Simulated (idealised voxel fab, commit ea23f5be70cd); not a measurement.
A process module follows: voxel gate over fins.
Square cells of 5 nm make up the cross-section cut, whose width is 165 nm.
If you're reading a cross-section in this doc, picture square cells in a grid; it comes to you as bands, top ones listed first down to the bottom, and a band can be one or more rows of cells.
The entry gives the band's vertical extent as a top height and a bottom height in nm, then its horizontal make-up as materials from left to right, each with a width in nm. "blank" stands for empty space; a single material marked "all across" fills the band edge to edge.
Heights are expressed relative to 0, this being the level below which the as-received wafer comprises one material exclusively. The lowest band is unbounded in the downward direction and is denoted as in "0 -> down".
So if you see something like "30->40" for the width, read it as the top row of the band sitting at the first number and the bottom row at the second, with every row in between moving by the same amount as the last.
A step reported as "no change" is a step in which no cell of the cross-section changed.
Heads up: "closed voids" only lists the empty pockets with no open path to the top that are 8 cells or more, and it writes them as width x height at distance, distance from the left edge, in nm.
The remark found on a step's line after its settings is issued by the simulator itself and pertains to that step.
overlay nm: step with mask; distance mask lay right of planned place; negative value = left of planned place.

[Here's what the planned process steps look like]
| 1 | RECEIVE: material Si |
| 2 | CONFORMAL_DEP: material SiN, thk nm 10 |
| 3 | MASKED_ETCH: tone cover, mask id FINS, width nm 15, pitch nm 35, etch materials SiN, depth nm 10, overlay nm 0 |
| 4 | MASKED_ETCH: tone cover, mask id FINS, width nm 15, pitch nm 35, etch materials Si, depth nm 30, overlay nm 0 |
| 5 | OXIDIZE: depth nm 5 |
| 6 | FILL_DEP: material SiO2, thk nm 5 |
| 7 | CMP: height nm 10 |
| 8 | SELECTIVE_ETCH: etch materials SiO2, depth nm 20 |
| 9 | STRIP: etch materials SiN |
| 10 | CONFORMAL_DEP: material HfO2, thk nm 5 |
| 11 | CONFORMAL_DEP: material TiN, thk nm 5 |
| 12 | FILL_DEP: material W, thk nm 10 |
| 13 | CMP: height nm 15 |
| 14 | CONFORMAL_DEP: material SiN, thk nm 10 |

[The following pertains to the first of two wafers, which was processed as planned]

[Here's what the wafer looked like in cross-section when it arrived - that's after step 1]
- 0 -> down: Si all across
- closed voids: none

[Cross-section through the wafer, step 2 finished]
- 10 -> 0: SiN all across
- Whatever lies below 0 is exactly as it was before.

[Cross-section through the wafer, step 3 finished]
- 10 -> 0: blank=40  SiN=15  blank=20  SiN=15  blank=20  SiN=15  blank=40
- Whatever lies below 0 is exactly as it was before.

[Cross-section through the wafer, step 4 finished]
- 10 -> 0: blank=40  SiN=15  blank=20  SiN=15  blank=20  SiN=15  blank=40
- 0 -> -30: blank=40  Si=15  blank=20  Si=15  blank=20  Si=15  blank=40
- Whatever lies below -30 is exactly as it was before.

[Cross-section through the wafer, step 5 finished]
- 10 -> 0: blank=40  SiN=15  blank=20  SiN=15  blank=20  SiN=15  blank=40
- 0 -> -30: blank=40  SiO2=5  Si=5  SiO2=5  blank=20  SiO2=5  Si=5  SiO2=5  blank=20  SiO2=5  Si=5  SiO2=5  blank=40
- -30 -> -35: SiO2=45  Si=5  SiO2=30  Si=5  SiO2=30  Si=5  SiO2=45
- Whatever lies below -35 is exactly as it was before.

[Cross-section through the wafer, step 6 finished]
- 15 -> 10: SiO2 all across
- 10 -> 0: SiO2=40  SiN=15  SiO2=20  SiN=15  SiO2=20  SiN=15  SiO2=40
- 0 -> -35: SiO2=45  Si=5  SiO2=30  Si=5  SiO2=30  Si=5  SiO2=45
- Whatever lies below -35 is exactly as it was before.

[Cross-section through the wafer, step 7 finished]
- 10 -> 0: SiO2=40  SiN=15  SiO2=20  SiN=15  SiO2=20  SiN=15  SiO2=40
- Whatever lies below 0 is exactly as it was before.

[Cross-section through the wafer, step 8 finished]
- 10 -> 0: blank=40  SiN=15  blank=20  SiN=15  blank=20  SiN=15  blank=40
- 0 -> -10: blank=45  Si=5  blank=30  Si=5  blank=30  Si=5  blank=45
- Whatever lies below -10 is exactly as it was before.

[Cross-section through the wafer, step 9 finished]
- 0 -> -10: blank=45  Si=5  blank=30  Si=5  blank=30  Si=5  blank=45
- Whatever lies below -10 is exactly as it was before.

[Cross-section through the wafer, step 10 finished]
- 5 -> 0: blank=40  HfO2=15  blank=20  HfO2=15  blank=20  HfO2=15  blank=40
- 0 -> -5: blank=40  HfO2=5  Si=5  HfO2=5  blank=20  HfO2=5  Si=5  HfO2=5  blank=20  HfO2=5  Si=5  HfO2=5  blank=40
- -5 -> -10: HfO2=45  Si=5  HfO2=30  Si=5  HfO2=30  Si=5  HfO2=45
- Whatever lies below -10 is exactly as it was before.

[Cross-section through the wafer, step 11 finished]
- 10 -> 5: blank=35  TiN=25  blank=10  TiN=25  blank=10  TiN=25  blank=35
- 5 -> 0: blank=35  TiN=5  HfO2=15  TiN=5  blank=10  TiN=5  HfO2=15  TiN=5  blank=10  TiN=5  HfO2=15  TiN=5  blank=35
- 0 -> -5: TiN=40  HfO2=5  Si=5  HfO2=5  TiN=20  HfO2=5  Si=5  HfO2=5  TiN=20  HfO2=5  Si=5  HfO2=5  TiN=40
- Whatever lies below -5 is exactly as it was before.

[Cross-section through the wafer, step 12 finished]
- 20 -> 10: W all across
- 10 -> 5: W=35  TiN=25  W=10  TiN=25  W=10  TiN=25  W=35
- 5 -> 0: W=35  TiN=5  HfO2=15  TiN=5  W=10  TiN=5  HfO2=15  TiN=5  W=10  TiN=5  HfO2=15  TiN=5  W=35
- Whatever lies below 0 is exactly as it was before.

[Cross-section through the wafer, step 13 finished]
- 15 -> 10: W all across
- Whatever lies below 10 is exactly as it was before.

[Cross-section through the wafer, step 14 finished]
- 25 -> 15: SiN all across
- Whatever lies below 15 is exactly as it was before.

[Wafer two: like wafer one in start and plan, but with one mistake in execution; identical up to and including step 9]

[The second wafer cut through, at the time step 10 was supposed to be finished]
- 5 -> 0: blank=40  TiN=15  blank=20  TiN=15  blank=20  TiN=15  blank=40
- 0 -> -5: blank=40  TiN=5  Si=5  TiN=5  blank=20  TiN=5  Si=5  TiN=5  blank=20  TiN=5  Si=5  TiN=5  blank=40
- -5 -> -10: TiN=45  Si=5  TiN=30  Si=5  TiN=30  Si=5  TiN=45
- Whatever lies below -10 is exactly as it was before.

[The second wafer cut through, at the time step 11 was supposed to be finished]
- 10 -> 5: blank=35  HfO2=25  blank=10  HfO2=25  blank=10  HfO2=25  blank=35
- 5 -> 0: blank=35  HfO2=5  TiN=15  HfO2=5  blank=10  HfO2=5  TiN=15  HfO2=5  blank=10  HfO2=5  TiN=15  HfO2=5  blank=35
- 0 -> -5: HfO2=40  TiN=5  Si=5  TiN=5  HfO2=20  TiN=5  Si=5  TiN=5  HfO2=20  TiN=5  Si=5  TiN=5  HfO2=40
- Whatever lies below -5 is exactly as it was before.

[The second wafer cut through, at the time step 12 was supposed to be finished]
- 20 -> 10: W all across
- 10 -> 5: W=35  HfO2=25  W=10  HfO2=25  W=10  HfO2=25  W=35
- 5 -> 0: W=35  HfO2=5  TiN=15  HfO2=5  W=10  HfO2=5  TiN=15  HfO2=5  W=10  HfO2=5  TiN=15  HfO2=5  W=35
- Whatever lies below 0 is exactly as it was before.

[The second wafer cut through, at the time step 13 was supposed to be finished]
- 15 -> 10: W all across
- Whatever lies below 10 is exactly as it was before.

[The second wafer cut through, at the time step 14 was supposed to be finished]
- 25 -> 15: SiN all across
- Whatever lies below 15 is exactly as it was before.
What went wrong in running the wafer? the executed order of steps 10 and 11 is the reverse of that specified in the plan, each step having taken the other's position
End check, second vs first wafer: material counts in cells match, positions do not.
